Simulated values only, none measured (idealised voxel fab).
process module | voxel self aligned vias
cross-section cut | 220 nm wide | cells 5 nm
A cross-section is a grid of square cells, given in bands from the top down. A band is one or more rows of cells.
Each band's line starts with the height of the band's top and of its bottom, in nm. Then come its materials from left to right, each with its width in nm. One material with "throughout" fills the band from edge to edge. "air" is empty space.
Height 0 is the level under which the wafer as received is all one material. The lowest band goes on downwards, as in "0 down".
A width such as "30 to 40" changes by the same amount from each row of cells to the next, from the band's top row to its bottom row.
"no change" after a step means that no cell of the cross-section changed.
closed voids: empty space of 8 cells or more with no open way to the top, each as width x height at its distance from the left edge, in nm
after a step's settings: what the simulator itself notes on the step
overlay nm, on a step with a mask: how far to the right of its planned place the mask lay; to the left if negative
plan
1 op RECEIVE | material Si
2 op CONFORMAL_DEP | material SiO2 | thk nm 10
3 op CONFORMAL_DEP | material SiCN | thk nm 5
4 op DIRECTIONAL_DEP | material lowk | thk nm 25
5 op PATTERN | tone open | mask id LINES | material resist | width nm 20 | pitch nm 65 | thk nm 15 | overlay nm 0
6 op DIRECTIONAL_ETCH | etch materials lowk | depth nm 25
7 op STRIP | etch materials resist
8 op CONFORMAL_DEP | material TiN | thk nm 5
9 op FILL_DEP | material Ru | thk nm 10
10 op CMP | height nm 40
11 op SELECTIVE_ETCH | etch materials W Ru TiN | depth nm 10
12 op FILL_DEP | material SiN | thk nm 10
13 op CMP | height nm 40
14 op DIRECTIONAL_DEP | material lowk | thk nm 20
15 op DIRECTIONAL_DEP | material aC | thk nm 10
16 op PATTERN | tone open | mask id VIAS | material resist | width nm 40 | thk nm 25 | overlay nm 0
17 op DIRECTIONAL_ETCH | etch materials aC | depth nm 10
18 op STRIP | etch materials resist
19 op DIRECTIONAL_ETCH | etch materials lowk | depth nm 20
20 op DIRECTIONAL_ETCH | etch materials SiN | depth nm 10
21 op STRIP | etch materials aC
22 op CONFORMAL_DEP | material TiN | thk nm 5
23 op FILL_DEP | material W | thk nm 5
24 op CMP | height nm 60
25 op CONFORMAL_DEP | material SiCN | thk nm 5
as received, after step 1
  0 down: Si throughout
  closed voids: none
first wafer at the end, as planned
  65 to 60: SiCN throughout
  60 to 45: lowk 55 | TiN 5 | W 30 | TiN 5 | lowk 125
  45 to 40: lowk 55 | TiN 15 | W 10 | TiN 15 | lowk 125
  40 to 35: lowk 65 | TiN 5 | W 10 | TiN 5 | lowk 45 | SiN 20 | lowk 70
  35 to 30: lowk 65 | TiN 20 | lowk 45 | SiN 20 | lowk 70
  30 to 20: lowk 65 | TiN 5 | Ru 10 | TiN 5 | lowk 45 | TiN 5 | Ru 10 | TiN 5 | lowk 70
  20 to 15: lowk 65 | TiN 20 | lowk 45 | TiN 20 | lowk 70
  15 to 10: SiCN throughout
  10 to 0: SiO2 throughout
  0 down: Si throughout
  closed voids: none
second wafer at the end: like start, like plan, one mistake
  65 to 60: SiCN throughout
  60 to 45: lowk 55 | TiN 5 | W 30 | TiN 5 | lowk 125
  45 to 40: lowk 55 | TiN 20 | W 10 | TiN 10 | lowk 125
  40 to 35: lowk 70 | TiN 5 | W 10 | TiN 5 | lowk 45 | SiN 20 | lowk 65
  35 to 30: lowk 70 | TiN 20 | lowk 45 | SiN 20 | lowk 65
  30 to 20: lowk 70 | TiN 5 | Ru 10 | TiN 5 | lowk 45 | TiN 5 | Ru 10 | TiN 5 | lowk 65
  20 to 15: lowk 70 | TiN 20 | lowk 45 | TiN 20 | lowk 65
  15 to 10: SiCN throughout
  10 to 0: SiO2 throughout
  0 down: Si throughout
  closed voids: none
what went wrong: step 5 ran as: op PATTERN | tone open | mask id LINES | material resist | width nm 20 | pitch nm 65 | thk nm 15 | overlay nm 5
at the end the second wafer has, in cells: as many of each material as the first, in other places
